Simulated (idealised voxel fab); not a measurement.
Process module under the name voxel self aligned contacts
We display cut, a cross-section 300 nm in width whose square cells are each 5 nm.
Just so we're on the same page, the cross-sections are grids of square cells, and they're listed out in bands top to bottom, each band one or more rows deep. In this notation a band is specified by the heights of its top and bottom, in that order and in nm, after which its materials appear from left to right, each paired with its width in nm. The word "all across" attached to a single material means that material fills the band from edge to edge; the word "air" stands for empty space. Ref level 0: as-received wafer is one material below here. Bottom band extends down with no lower bound ("0 nm and below"). The two numbers in a width such as "30 to 40" mark its ends across the band: the first belongs to the top row of cells, the second to the bottom row, and from each row to the next the width moves by the same amount. A step reported as "nothing was modified" is a step in which no cell of the cross-section changed. You'll see "Entrapped void list" listing empty spaces that have no way open to the top, as long as they're 8 cells or more; the notation is width x height at distance, where the distance is from the left edge, and all of it is in nm. On each step's line, the part that comes after the settings is the simulator's own comment on the step. overlay nm: where the mask lay relative to plan, measured to the right, on steps with a mask; negatives go left. Pairs from here to the end. Each: cross-section before one process step, cross-section after it, the latter only as far down as the lowest band that changed. Under each: the step between, and its settings. Mind that the pairs may be taken from different runs of this module on the same starting wafer; whether a pair continues from the pair above depends on its entry headed "Before-step section", and it does only where that entry says so.

Before-step section
> 0 nm and below = Si all across
> Entrapped void list: none

Resultant Cross-Section
> 0 nm to -5 nm = SiO2 all across
> below -5: unchanged
> Entrapped void list: none
Step that separates the before view from the after view above: OXIDIZE with depth nm 5

Before-step section: The pre-step condition corresponds to the post-step cross-section depicted in the pair directly above.

Resultant Cross-Section
> 25 nm to 0 nm = polySi all across
> below 0: unchanged
> Entrapped void list: none
Step that separates the before view from the after view above: DIRECTIONAL_DEP with material polySi, thk nm 25

Before-step section: The pre-step condition corresponds to the post-step cross-section depicted in the pair directly above.

Resultant Cross-Section
> 50 nm to 25 nm = SiN all across
> below 25: unchanged
> Entrapped void list: none
Step that separates the before view from the after view above: DIRECTIONAL_DEP with material SiN, thk nm 25

Before-step section: The pre-step condition corresponds to the post-step cross-section depicted in the pair directly above.

Resultant Cross-Section
> 60 nm to 50 nm = aC all across
> below 50: unchanged
> Entrapped void list: none
Step that separates the before view from the after view above: DIRECTIONAL_DEP with material aC, thk nm 10

Before-step section: The pre-step condition corresponds to the post-step cross-section depicted in the pair directly above.

Resultant Cross-Section
> 85 nm to 60 nm = 50 air; 35 resist; 45 air; 35 resist; 45 air; 35 resist; 55 air
> below 60: unchanged
> Entrapped void list: none
Step that separates the before view from the after view above: PATTERN with tone cover, mask id GATE, material resist, width nm 35, pitch nm 80, thk nm 25, overlay nm 0

Before-step section: The pre-step condition corresponds to the post-step cross-section depicted in the pair directly above.

Resultant Cross-Section
> 75 nm to 60 nm = 50 air; 35 resist; 45 air; 35 resist; 45 air; 35 resist; 55 air
> 60 nm to 50 nm = 50 air; 35 aC; 45 air; 35 aC; 45 air; 35 aC; 55 air
> below 50: unchanged
> Entrapped void list: none
Step that separates the before view from the after view above: DIRECTIONAL_ETCH with etch materials aC, depth nm 10

Before-step section: The pre-step condition corresponds to the post-step cross-section depicted in the pair directly above.

Resultant Cross-Section
> 60 nm to 50 nm = 50 air; 35 aC; 45 air; 35 aC; 45 air; 35 aC; 55 air
> below 50: unchanged
> Entrapped void list: none
Step that separates the before view from the after view above: STRIP with etch materials resist

Before-step section: The pre-step condition corresponds to the post-step cross-section depicted in the pair directly above.

Resultant Cross-Section
> 60 nm to 50 nm = 50 air; 35 aC; 45 air; 35 aC; 45 air; 35 aC; 55 air
> 50 nm to 25 nm = 50 air; 35 SiN; 45 air; 35 SiN; 45 air; 35 SiN; 55 air
> below 25: unchanged
> Entrapped void list: none
Step that separates the before view from the after view above: DIRECTIONAL_ETCH with etch materials SiN, depth nm 25

Before-step section: The pre-step condition corresponds to the post-step cross-section depicted in the pair directly above.

Resultant Cross-Section
> 60 nm to 50 nm = 50 air; 35 aC; 45 air; 35 aC; 45 air; 35 aC; 55 air
> 50 nm to 25 nm = 50 air; 35 SiN; 45 air; 35 SiN; 45 air; 35 SiN; 55 air
> 25 nm to 0 nm = 50 air; 35 polySi; 45 air; 35 polySi; 45 air; 35 polySi; 55 air
> below 0: unchanged
> Entrapped void list: none
Step that separates the before view from the after view above: DIRECTIONAL_ETCH with etch materials polySi, depth nm 25

Before-step section: The pre-step condition corresponds to the post-step cross-section depicted in the pair directly above.

Resultant Cross-Section
> 50 nm to 25 nm = 50 air; 35 SiN; 45 air; 35 SiN; 45 air; 35 SiN; 55 air
> below 25: unchanged
> Entrapped void list: none
Step that separates the before view from the after view above: STRIP with etch materials aC

Before-step section: The pre-step condition corresponds to the post-step cross-section depicted in the pair directly above.

Resultant Cross-Section
> 60 nm to 25 nm = 40 air; 55 SiN; 25 air; 55 SiN; 25 air; 55 SiN; 45 air
> 25 nm to 10 nm = 40 air; 10 SiN; 35 polySi; 10 SiN; 25 air; 10 SiN; 35 polySi; 10 SiN; 25 air; 10 SiN; 35 polySi; 10 SiN; 45 air
> 10 nm to 0 nm = 50 SiN; 35 polySi; 45 SiN; 35 polySi; 45 SiN; 35 polySi; 55 SiN
> below 0: unchanged
> Entrapped void list: none
Step that separates the before view from the after view above: CONFORMAL_DEP with material SiN, thk nm 10

Before-step section: The pre-step condition corresponds to the post-step cross-section depicted in the pair directly above.

Resultant Cross-Section
> 50 nm to 25 nm = 40 air; 55 SiN; 25 air; 55 SiN; 25 air; 55 SiN; 45 air
> 25 nm to 0 nm = 40 air; 10 SiN; 35 polySi; 10 SiN; 25 air; 10 SiN; 35 polySi; 10 SiN; 25 air; 10 SiN; 35 polySi; 10 SiN; 45 air
> below 0: unchanged
> Entrapped void list: none
Step that separates the before view from the after view above: DIRECTIONAL_ETCH with etch materials SiN, depth nm 10

Before-step section: The pre-step condition corresponds to the post-step cross-section depicted in the pair directly above.

Resultant Cross-Section
> 65 nm to 50 nm = SiO2 all across
> 50 nm to 25 nm = 40 SiO2; 55 SiN; 25 SiO2; 55 SiN; 25 SiO2; 55 SiN; 45 SiO2
> 25 nm to 0 nm = 40 SiO2; 10 SiN; 35 polySi; 10 SiN; 25 SiO2; 10 SiN; 35 polySi; 10 SiN; 25 SiO2; 10 SiN; 35 polySi; 10 SiN; 45 SiO2
> below 0: unchanged
> Entrapped void list: none
Step that separates the before view from the after view above: FILL_DEP with material SiO2, thk nm 15

Before-step section: The pre-step condition corresponds to the post-step cross-section depicted in the pair directly above.

Resultant Cross-Section
> 60 nm to 50 nm = SiO2 all across
> below 50: unchanged
> Entrapped void list: none
Step that separates the before view from the after view above: CMP with height nm 60

Before-step section: The pre-step condition corresponds to the post-step cross-section depicted in the pair directly above.

Resultant Cross-Section
> 70 nm to 60 nm = aC all across
> below 60: unchanged
> Entrapped void list: none
Step that separates the before view from the after view above: DIRECTIONAL_DEP with material aC, thk nm 10

Before-step section: The pre-step condition corresponds to the post-step cross-section depicted in the pair directly above.

Resultant Cross-Section
> 95 nm to 70 nm = 75 resist; 65 air; 15 resist; 65 air; 80 resist
> below 70: unchanged
> Entrapped void list: none
Step that separates the before view from the after view above: PATTERN with tone open, mask id CONTACT, material resist, width nm 65, pitch nm 80, thk nm 25, overlay nm 0

Before-step section: The pre-step condition corresponds to the post-step cross-section depicted in the pair directly above.

Resultant Cross-Section
> 85 nm to 70 nm = 75 resist; 65 air; 15 resist; 65 air; 80 resist
> 70 nm to 60 nm = 75 aC; 65 air; 15 aC; 65 air; 80 aC
> below 60: unchanged
> Entrapped void list: none
Step that separates the before view from the after view above: DIRECTIONAL_ETCH with etch materials aC, depth nm 10

Before-step section: The pre-step condition corresponds to the post-step cross-section depicted in the pair directly above.

Resultant Cross-Section
> 70 nm to 60 nm = 75 aC; 65 air; 15 aC; 65 air; 80 aC
> below 60: unchanged
> Entrapped void list: none
Step that separates the before view from the after view above: STRIP with etch materials resist

Before-step section: The pre-step condition corresponds to the post-step cross-section depicted in the pair directly above.

Resultant Cross-Section
> 70 nm to 60 nm = 75 aC; 65 air; 15 aC; 65 air; 80 aC
> 60 nm to 50 nm = 75 SiO2; 65 air; 15 SiO2; 65 air; 80 SiO2
> 50 nm to 25 nm = 40 SiO2; 55 SiN; 25 air; 55 SiN; 25 air; 55 SiN; 45 SiO2
> 25 nm to 0 nm = 40 SiO2; 10 SiN; 35 polySi; 10 SiN; 25 air; 10 SiN; 35 polySi; 10 SiN; 25 air; 10 SiN; 35 polySi; 10 SiN; 45 SiO2
> 0 nm to -5 nm = 95 SiO2; 25 air; 55 SiO2; 25 air; 100 SiO2
> below -5: unchanged
> Entrapped void list: none
Step that separates the before view from the after view above: DIRECTIONAL_ETCH with etch materials SiO2, depth nm 65

Before-step section: The pre-step condition corresponds to the post-step cross-section depicted in the pair directly above.

Resultant Cross-Section
> 60 nm to 50 nm = 75 SiO2; 65 air; 15 SiO2; 65 air; 80 SiO2
> below 50: unchanged
> Entrapped void list: none
Step that separates the before view from the after view above: STRIP with etch materials aC

Before-step section: The pre-step condition corresponds to the post-step cross-section depicted in the pair directly above.

Resultant Cross-Section
> 65 nm to 60 nm = 80 TiN; 55 air; 25 TiN; 55 air; 85 TiN
> 60 nm to 50 nm = 75 SiO2; 5 to 25 TiN; 55 to 15 air; 5 to 25 TiN; 15 SiO2; 5 to 25 TiN; 55 to 15 air; 5 to 25 TiN; 80 SiO2
> 50 nm to 25 nm = 40 SiO2; 55 SiN; 5 TiN; 15 air; 5 TiN; 55 SiN; 5 TiN; 15 air; 5 TiN; 55 SiN; 45 SiO2
> 25 nm to 0 nm = 40 SiO2; 10 SiN; 35 polySi; 10 SiN; 5 TiN; 15 air; 5 TiN; 10 SiN; 35 polySi; 10 SiN; 5 TiN; 15 air; 5 TiN; 10 SiN; 35 polySi; 10 SiN; 45 SiO2
> 0 nm to -5 nm = 95 SiO2; 25 TiN; 55 SiO2; 25 TiN; 100 SiO2
> below -5: unchanged
> Entrapped void list: none
Step that separates the before view from the after view above: CONFORMAL_DEP with material TiN, thk nm 5

Before-step section: The pre-step condition corresponds to the post-step cross-section depicted in the pair directly above.

Resultant Cross-Section
> 75 nm to 65 nm = Ru all across
> 65 nm to 60 nm = 80 TiN; 55 Ru; 25 TiN; 55 Ru; 85 TiN
> 60 nm to 50 nm = 75 SiO2; 5 to 25 TiN; 55 to 15 Ru; 5 to 25 TiN; 15 SiO2; 5 to 25 TiN; 55 to 15 Ru; 5 to 25 TiN; 80 SiO2
> 50 nm to 25 nm = 40 SiO2; 55 SiN; 5 TiN; 15 Ru; 5 TiN; 55 SiN; 5 TiN; 15 Ru; 5 TiN; 55 SiN; 45 SiO2
> 25 nm to 0 nm = 40 SiO2; 10 SiN; 35 polySi; 10 SiN; 5 TiN; 15 Ru; 5 TiN; 10 SiN; 35 polySi; 10 SiN; 5 TiN; 15 Ru; 5 TiN; 10 SiN; 35 polySi; 10 SiN; 45 SiO2
> below 0: unchanged
> Entrapped void list: none
Step that separates the before view from the after view above: FILL_DEP with material Ru, thk nm 10

Before-step section: The pre-step condition corresponds to the post-step cross-section depicted in the pair directly above.

Resultant Cross-Section
> 60 nm to 50 nm = 75 SiO2; 5 to 25 TiN; 55 to 15 Ru; 5 to 25 TiN; 15 SiO2; 5 to 25 TiN; 55 to 15 Ru; 5 to 25 TiN; 80 SiO2
> below 50: unchanged
> Entrapped void list: none
Step that separates the before view from the after view above: CMP with height nm 60

Before-step section: The pre-step condition corresponds to the post-step cross-section depicted in the pair directly above.

Resultant Cross-Section
> 65 nm to 60 nm = SiN all across
> below 60: unchanged
> Entrapped void list: none
Step that separates the before view from the after view above: CONFORMAL_DEP with material SiN, thk nm 5

Before-step section
> 0 nm and below = Si all across
> Entrapped void list: none

Resultant Cross-Section
> 25 nm to 0 nm = polySi all across
> below 0: unchanged
> Entrapped void list: none
Step that separates the before view from the after view above: DIRECTIONAL_DEP with material polySi, thk nm 25

Before-step section: The pre-step condition corresponds to the post-step cross-section depicted in the pair directly above.

Resultant Cross-Section
> 50 nm to 25 nm = SiN all across
> below 25: unchanged
> Entrapped void list: none
Step that separates the before view from the after view above: DIRECTIONAL_DEP with material SiN, thk nm 25

Before-step section: The pre-step condition corresponds to the post-step cross-section depicted in the pair directly above.

Resultant Cross-Section
> 60 nm to 50 nm = aC all across
> below 50: unchanged
> Entrapped void list: none
Step that separates the before view from the after view above: DIRECTIONAL_DEP with material aC, thk nm 10

Before-step section: The pre-step condition corresponds to the post-step cross-section depicted in the pair directly above.

Resultant Cross-Section
> 85 nm to 60 nm = 50 air; 35 resist; 45 air; 35 resist; 45 air; 35 resist; 55 air
> below 60: unchanged
> Entrapped void list: none
Step that separates the before view from the after view above: PATTERN with tone cover, mask id GATE, material resist, width nm 35, pitch nm 80, thk nm 25, overlay nm 0

Before-step section: The pre-step condition corresponds to the post-step cross-section depicted in the pair directly above.

Resultant Cross-Section
> 75 nm to 60 nm = 50 air; 35 resist; 45 air; 35 resist; 45 air; 35 resist; 55 air
> 60 nm to 50 nm = 50 air; 35 aC; 45 air; 35 aC; 45 air; 35 aC; 55 air
> below 50: unchanged
> Entrapped void list: none
Step that separates the before view from the after view above: DIRECTIONAL_ETCH with etch materials aC, depth nm 10

Before-step section: The pre-step condition corresponds to the post-step cross-section depicted in the pair directly above.

Resultant Cross-Section
> 60 nm to 50 nm = 50 air; 35 aC; 45 air; 35 aC; 45 air; 35 aC; 55 air
> below 50: unchanged
> Entrapped void list: none
Step that separates the before view from the after view above: STRIP with etch materials resist

Before-step section: The pre-step condition corresponds to the post-step cross-section depicted in the pair directly above.

Resultant Cross-Section
> 60 nm to 50 nm = 50 air; 35 aC; 45 air; 35 aC; 45 air; 35 aC; 55 air
> 50 nm to 25 nm = 50 air; 35 SiN; 45 air; 35 SiN; 45 air; 35 SiN; 55 air
> below 25: unchanged
> Entrapped void list: none
Step that separates the before view from the after view above: DIRECTIONAL_ETCH with etch materials SiN, depth nm 25

Before-step section: The pre-step condition corresponds to the post-step cross-section depicted in the pair directly above.

Resultant Cross-Section
> 60 nm to 50 nm = 50 air; 35 aC; 45 air; 35 aC; 45 air; 35 aC; 55 air
> 50 nm to 25 nm = 50 air; 35 SiN; 45 air; 35 SiN; 45 air; 35 SiN; 55 air
> 25 nm to 0 nm = 50 air; 35 polySi; 45 air; 35 polySi; 45 air; 35 polySi; 55 air
> below 0: unchanged
> Entrapped void list: none
Step that separates the before view from the after view above: DIRECTIONAL_ETCH with etch materials polySi, depth nm 25

Before-step section: The pre-step condition corresponds to the post-step cross-section depicted in the pair directly above.

Resultant Cross-Section
> 50 nm to 25 nm = 50 air; 35 SiN; 45 air; 35 SiN; 45 air; 35 SiN; 55 air
> below 25: unchanged
> Entrapped void list: none
Step that separates the before view from the after view above: STRIP with etch materials aC

Before-step section: The pre-step condition corresponds to the post-step cross-section depicted in the pair directly above.

Resultant Cross-Section
> 60 nm to 25 nm = 40 air; 55 SiN; 25 air; 55 SiN; 25 air; 55 SiN; 45 air
> 25 nm to 10 nm = 40 air; 10 SiN; 35 polySi; 10 SiN; 25 air; 10 SiN; 35 polySi; 10 SiN; 25 air; 10 SiN; 35 polySi; 10 SiN; 45 air
> 10 nm to 0 nm = 50 SiN; 35 polySi; 45 SiN; 35 polySi; 45 SiN; 35 polySi; 55 SiN
> below 0: unchanged
> Entrapped void list: none
Step that separates the before view from the after view above: CONFORMAL_DEP with material SiN, thk nm 10

Before-step section: The pre-step condition corresponds to the post-step cross-section depicted in the pair directly above.

Resultant Cross-Section
> 50 nm to 25 nm = 40 air; 55 SiN; 25 air; 55 SiN; 25 air; 55 SiN; 45 air
> 25 nm to 0 nm = 40 air; 10 SiN; 35 polySi; 10 SiN; 25 air; 10 SiN; 35 polySi; 10 SiN; 25 air; 10 SiN; 35 polySi; 10 SiN; 45 air
> below 0: unchanged
> Entrapped void list: none
Step that separates the before view from the after view above: DIRECTIONAL_ETCH with etch materials SiN, depth nm 10

Before-step section: The pre-step condition corresponds to the post-step cross-section depicted in the pair directly above.

Resultant Cross-Section
> 65 nm to 50 nm = SiO2 all across
> 50 nm to 25 nm = 40 SiO2; 55 SiN; 25 SiO2; 55 SiN; 25 SiO2; 55 SiN; 45 SiO2
> 25 nm to 0 nm = 40 SiO2; 10 SiN; 35 polySi; 10 SiN; 25 SiO2; 10 SiN; 35 polySi; 10 SiN; 25 SiO2; 10 SiN; 35 polySi; 10 SiN; 45 SiO2
> below 0: unchanged
> Entrapped void list: none
Step that separates the before view from the after view above: FILL_DEP with material SiO2, thk nm 15

Before-step section: The pre-step condition corresponds to the post-step cross-section depicted in the pair directly above.

Resultant Cross-Section
> 60 nm to 50 nm = SiO2 all across
> below 50: unchanged
> Entrapped void list: none
Step that separates the before view from the after view above: CMP with height nm 60

Before-step section: The pre-step condition corresponds to the post-step cross-section depicted in the pair directly above.

Resultant Cross-Section
> 70 nm to 60 nm = aC all across
> below 60: unchanged
> Entrapped void list: none
Step that separates the before view from the after view above: DIRECTIONAL_DEP with material aC, thk nm 10

Before-step section: The pre-step condition corresponds to the post-step cross-section depicted in the pair directly above.

Resultant Cross-Section
> 95 nm to 70 nm = 75 resist; 65 air; 15 resist; 65 air; 80 resist
> below 70: unchanged
> Entrapped void list: none
Step that separates the before view from the after view above: PATTERN with tone open, mask id CONTACT, material resist, width nm 65, pitch nm 80, thk nm 25, overlay nm 0

Before-step section: The pre-step condition corresponds to the post-step cross-section depicted in the pair directly above.

Resultant Cross-Section
> 85 nm to 70 nm = 75 resist; 65 air; 15 resist; 65 air; 80 resist
> 70 nm to 60 nm = 75 aC; 65 air; 15 aC; 65 air; 80 aC
> below 60: unchanged
> Entrapped void list: none
Step that separates the before view from the after view above: DIRECTIONAL_ETCH with etch materials aC, depth nm 10

Before-step section: The pre-step condition corresponds to the post-step cross-section depicted in the pair directly above.

Resultant Cross-Section
> 70 nm to 60 nm = 75 aC; 65 air; 15 aC; 65 air; 80 aC
> below 60: unchanged
> Entrapped void list: none
Step that separates the before view from the after view above: STRIP with etch materials resist

Before-step section: The pre-step condition corresponds to the post-step cross-section depicted in the pair directly above.

Resultant Cross-Section
> 70 nm to 60 nm = 75 aC; 65 air; 15 aC; 65 air; 80 aC
> 60 nm to 50 nm = 75 SiO2; 65 air; 15 SiO2; 65 air; 80 SiO2
> 50 nm to 25 nm = 40 SiO2; 55 SiN; 25 air; 55 SiN; 25 air; 55 SiN; 45 SiO2
> 25 nm to 0 nm = 40 SiO2; 10 SiN; 35 polySi; 10 SiN; 25 air; 10 SiN; 35 polySi; 10 SiN; 25 air; 10 SiN; 35 polySi; 10 SiN; 45 SiO2
> below 0: unchanged
> Entrapped void list: none
Step that separates the before view from the after view above: DIRECTIONAL_ETCH with etch materials SiO2, depth nm 65

Before-step section: The pre-step condition corresponds to the post-step cross-section depicted in the pair directly above.

Resultant Cross-Section
> 60 nm to 50 nm = 75 SiO2; 65 air; 15 SiO2; 65 air; 80 SiO2
> below 50: unchanged
> Entrapped void list: none
Step that separates the before view from the after view above: STRIP with etch materials aC

Before-step section: The pre-step condition corresponds to the post-step cross-section depicted in the pair directly above.

Resultant Cross-Section
> 65 nm to 60 nm = 80 TiN; 55 air; 25 TiN; 55 air; 85 TiN
> 60 nm to 50 nm = 75 SiO2; 5 to 25 TiN; 55 to 15 air; 5 to 25 TiN; 15 SiO2; 5 to 25 TiN; 55 to 15 air; 5 to 25 TiN; 80 SiO2
> 50 nm to 25 nm = 40 SiO2; 55 SiN; 5 TiN; 15 air; 5 TiN; 55 SiN; 5 TiN; 15 air; 5 TiN; 55 SiN; 45 SiO2
> 25 nm to 5 nm = 40 SiO2; 10 SiN; 35 polySi; 10 SiN; 5 TiN; 15 air; 5 TiN; 10 SiN; 35 polySi; 10 SiN; 5 TiN; 15 air; 5 TiN; 10 SiN; 35 polySi; 10 SiN; 45 SiO2
> 5 nm to 0 nm = 40 SiO2; 10 SiN; 35 polySi; 10 SiN; 25 TiN; 10 SiN; 35 polySi; 10 SiN; 25 TiN; 10 SiN; 35 polySi; 10 SiN; 45 SiO2
> below 0: unchanged
> Entrapped void list: none
Step that separates the before view from the after view above: CONFORMAL_DEP with material TiN, thk nm 5

Before-step section: The pre-step condition corresponds to the post-step cross-section depicted in the pair directly above.

Resultant Cross-Section
> 75 nm to 65 nm = Ru all across
> 65 nm to 60 nm = 80 TiN; 55 Ru; 25 TiN; 55 Ru; 85 TiN
> 60 nm to 50 nm = 75 SiO2; 5 to 25 TiN; 55 to 15 Ru; 5 to 25 TiN; 15 SiO2; 5 to 25 TiN; 55 to 15 Ru; 5 to 25 TiN; 80 SiO2
> 50 nm to 25 nm = 40 SiO2; 55 SiN; 5 TiN; 15 Ru; 5 TiN; 55 SiN; 5 TiN; 15 Ru; 5 TiN; 55 SiN; 45 SiO2
> 25 nm to 5 nm = 40 SiO2; 10 SiN; 35 polySi; 10 SiN; 5 TiN; 15 Ru; 5 TiN; 10 SiN; 35 polySi; 10 SiN; 5 TiN; 15 Ru; 5 TiN; 10 SiN; 35 polySi; 10 SiN; 45 SiO2
> below 5: unchanged
> Entrapped void list: none
Step that separates the before view from the after view above: FILL_DEP with material Ru, thk nm 10

Before-step section: The pre-step condition corresponds to the post-step cross-section depicted in the pair directly above.

Resultant Cross-Section
> 60 nm to 50 nm = 75 SiO2; 5 to 25 TiN; 55 to 15 Ru; 5 to 25 TiN; 15 SiO2; 5 to 25 TiN; 55 to 15 Ru; 5 to 25 TiN; 80 SiO2
> below 50: unchanged
> Entrapped void list: none
Step that separates the before view from the after view above: CMP with height nm 60

Before-step section: The pre-step condition corresponds to the post-step cross-section depicted in the pair directly above.

Resultant Cross-Section
> 65 nm to 60 nm = SiN all across
> below 60: unchanged
> Entrapped void list: none
Step that separates the before view from the after view above: CONFORMAL_DEP with material SiN, thk nm 5

Before-step section
> 50 nm to 25 nm = SiN all across
> 25 nm to 0 nm = polySi all across
> 0 nm to -5 nm = SiO2 all across
> -5 nm and below = Si all across
> Entrapped void list: none

Resultant Cross-Section
> 75 nm to 25 nm = SiN all across
> below 25: unchanged
> Entrapped void list: none
Step that separates the before view from the after view above: DIRECTIONAL_DEP with material SiN, thk nm 25

Before-step section: The pre-step condition corresponds to the post-step cross-section depicted in the pair directly above.

Resultant Cross-Section
> 85 nm to 75 nm = aC all across
> below 75: unchanged
> Entrapped void list: none
Step that separates the before view from the after view above: DIRECTIONAL_DEP with material aC, thk nm 10

Before-step section: The pre-step condition corresponds to the post-step cross-section depicted in the pair directly above.

Resultant Cross-Section
> 110 nm to 85 nm = 50 air; 35 resist; 45 air; 35 resist; 45 air; 35 resist; 55 air
> below 85: unchanged
> Entrapped void list: none
Step that separates the before view from the after view above: PATTERN with tone cover, mask id GATE, material resist, width nm 35, pitch nm 80, thk nm 25, overlay nm 0

Before-step section: The pre-step condition corresponds to the post-step cross-section depicted in the pair directly above.

Resultant Cross-Section
> 100 nm to 85 nm = 50 air; 35 resist; 45 air; 35 resist; 45 air; 35 resist; 55 air
> 85 nm to 75 nm = 50 air; 35 aC; 45 air; 35 aC; 45 air; 35 aC; 55 air
> below 75: unchanged
> Entrapped void list: none
Step that separates the before view from the after view above: DIRECTIONAL_ETCH with etch materials aC, depth nm 10

Before-step section: The pre-step condition corresponds to the post-step cross-section depicted in the pair directly above.

Resultant Cross-Section
> 85 nm to 75 nm = 50 air; 35 aC; 45 air; 35 aC; 45 air; 35 aC; 55 air
> below 75: unchanged
> Entrapped void list: none
Step that separates the before view from the after view above: STRIP with etch materials resist

Before-step section: The pre-step condition corresponds to the post-step cross-section depicted in the pair directly above.

Resultant Cross-Section
> 85 nm to 75 nm = 50 air; 35 aC; 45 air; 35 aC; 45 air; 35 aC; 55 air
> 75 nm to 50 nm = 50 air; 35 SiN; 45 air; 35 SiN; 45 air; 35 SiN; 55 air
> below 50: unchanged
> Entrapped void list: none
Step that separates the before view from the after view above: DIRECTIONAL_ETCH with etch materials SiN, depth nm 25

Before-step section: The pre-step condition corresponds to the post-step cross-section depicted in the pair directly above.

Resultant Cross-Section
> 75 nm to 50 nm = 50 air; 35 SiN; 45 air; 35 SiN; 45 air; 35 SiN; 55 air
> below 50: unchanged
> Entrapped void list: none
Step that separates the before view from the after view above: STRIP with etch materials aC

Before-step section: The pre-step condition corresponds to the post-step cross-section depicted in the pair directly above.

Resultant Cross-Section
> 85 nm to 60 nm = 40 air; 55 SiN; 25 air; 55 SiN; 25 air; 55 SiN; 45 air
> 60 nm to 25 nm = SiN all across
> below 25: unchanged
> Entrapped void list: none
Step that separates the before view from the after view above: CONFORMAL_DEP with material SiN, thk nm 10

Before-step section: The pre-step condition corresponds to the post-step cross-section depicted in the pair directly above.

Resultant Cross-Section
> 75 nm to 50 nm = 40 air; 55 SiN; 25 air; 55 SiN; 25 air; 55 SiN; 45 air
> below 50: unchanged
> Entrapped void list: none
Step that separates the before view from the after view above: DIRECTIONAL_ETCH with etch materials SiN, depth nm 10

Before-step section: The pre-step condition corresponds to the post-step cross-section depicted in the pair directly above.

Resultant Cross-Section
> 90 nm to 75 nm = SiO2 all across
> 75 nm to 50 nm = 40 SiO2; 55 SiN; 25 SiO2; 55 SiN; 25 SiO2; 55 SiN; 45 SiO2
> below 50: unchanged
> Entrapped void list: none
Step that separates the before view from the after view above: FILL_DEP with material SiO2, thk nm 15

Before-step section: The pre-step condition corresponds to the post-step cross-section depicted in the pair directly above.

Resultant Cross-Section
> 60 nm to 50 nm = 40 SiO2; 55 SiN; 25 SiO2; 55 SiN; 25 SiO2; 55 SiN; 45 SiO2
> below 50: unchanged
> Entrapped void list: none
Step that separates the before view from the after view above: CMP with height nm 60

Before-step section: The pre-step condition corresponds to the post-step cross-section depicted in the pair directly above.

Resultant Cross-Section
> 70 nm to 60 nm = aC all across
> below 60: unchanged
> Entrapped void list: none
Step that separates the before view from the after view above: DIRECTIONAL_DEP with material aC, thk nm 10

Before-step section: The pre-step condition corresponds to the post-step cross-section depicted in the pair directly above.

Resultant Cross-Section
> 95 nm to 70 nm = 75 resist; 65 air; 15 resist; 65 air; 80 resist
> below 70: unchanged
> Entrapped void list: none
Step that separates the before view from the after view above: PATTERN with tone open, mask id CONTACT, material resist, width nm 65, pitch nm 80, thk nm 25, overlay nm 0

Before-step section: The pre-step condition corresponds to the post-step cross-section depicted in the pair directly above.

Resultant Cross-Section
> 85 nm to 70 nm = 75 resist; 65 air; 15 resist; 65 air; 80 resist
> 70 nm to 60 nm = 75 aC; 65 air; 15 aC; 65 air; 80 aC
> below 60: unchanged
> Entrapped void list: none
Step that separates the before view from the after view above: DIRECTIONAL_ETCH with etch materials aC, depth nm 10

Before-step section: The pre-step condition corresponds to the post-step cross-section depicted in the pair directly above.

Resultant Cross-Section
> 70 nm to 60 nm = 75 aC; 65 air; 15 aC; 65 air; 80 aC
> below 60: unchanged
> Entrapped void list: none
Step that separates the before view from the after view above: STRIP with etch materials resist

Before-step section: The pre-step condition corresponds to the post-step cross-section depicted in the pair directly above.

Resultant Cross-Section
> 70 nm to 60 nm = 75 aC; 65 air; 15 aC; 65 air; 80 aC
> 60 nm to 50 nm = 40 SiO2; 55 SiN; 25 air; 55 SiN; 25 air; 55 SiN; 45 SiO2
> below 50: unchanged
> Entrapped void list: none
Step that separates the before view from the after view above: DIRECTIONAL_ETCH with etch materials SiO2, depth nm 65

Before-step section: The pre-step condition corresponds to the post-step cross-section depicted in the pair directly above.

Resultant Cross-Section
> 60 nm to 50 nm = 40 SiO2; 55 SiN; 25 air; 55 SiN; 25 air; 55 SiN; 45 SiO2
> below 50: unchanged
> Entrapped void list: none
Step that separates the before view from the after view above: STRIP with etch materials aC

Before-step section: The pre-step condition corresponds to the post-step cross-section depicted in the pair directly above.

Resultant Cross-Section
> 65 nm to 60 nm = 100 TiN; 15 air; 65 TiN; 15 air; 105 TiN
> 60 nm to 55 nm = 40 SiO2; 55 SiN; 5 TiN; 15 air; 5 TiN; 55 SiN; 5 TiN; 15 air; 5 TiN; 55 SiN; 45 SiO2
> 55 nm to 50 nm = 40 SiO2; 55 SiN; 25 TiN; 55 SiN; 25 TiN; 55 SiN; 45 SiO2
> below 50: unchanged
> Entrapped void list: none
Step that separates the before view from the after view above: CONFORMAL_DEP with material TiN, thk nm 5

Before-step section: The pre-step condition corresponds to the post-step cross-section depicted in the pair directly above.

Resultant Cross-Section
> 75 nm to 65 nm = Ru all across
> 65 nm to 60 nm = 100 TiN; 15 Ru; 65 TiN; 15 Ru; 105 TiN
> 60 nm to 55 nm = 40 SiO2; 55 SiN; 5 TiN; 15 Ru; 5 TiN; 55 SiN; 5 TiN; 15 Ru; 5 TiN; 55 SiN; 45 SiO2
> below 55: unchanged
> Entrapped void list: none
Step that separates the before view from the after view above: FILL_DEP with material Ru, thk nm 10

Before-step section: The pre-step condition corresponds to the post-step cross-section depicted in the pair directly above.

Resultant Cross-Section
> 60 nm to 55 nm = 40 SiO2; 55 SiN; 5 TiN; 15 Ru; 5 TiN; 55 SiN; 5 TiN; 15 Ru; 5 TiN; 55 SiN; 45 SiO2
> below 55: unchanged
> Entrapped void list: none
Step that separates the before view from the after view above: CMP with height nm 60

Before-step section: The pre-step condition corresponds to the post-step cross-section depicted in the pair directly above.

Resultant Cross-Section
> 65 nm to 60 nm = SiN all across
> below 60: unchanged
> Entrapped void list: none
Step that separates the before view from the after view above: CONFORMAL_DEP with material SiN, thk nm 5

Before-step section
> 25 nm to 0 nm = polySi all across
> 0 nm and below = Si all across
> Entrapped void list: none

Resultant Cross-Section
> 25 nm to 20 nm = SiO2 all across
> below 20: unchanged
> Entrapped void list: none
Step that separates the before view from the after view above: OXIDIZE with depth nm 5

Before-step section: The pre-step condition corresponds to the post-step cross-section depicted in the pair directly above.

Resultant Cross-Section
> 50 nm to 25 nm = SiN all across
> below 25: unchanged
> Entrapped void list: none
Step that separates the before view from the after view above: DIRECTIONAL_DEP with material SiN, thk nm 25

Before-step section: The pre-step condition corresponds to the post-step cross-section depicted in the pair directly above.

Resultant Cross-Section
> 60 nm to 50 nm = aC all across
> below 50: unchanged
> Entrapped void list: none
Step that separates the before view from the after view above: DIRECTIONAL_DEP with material aC, thk nm 10
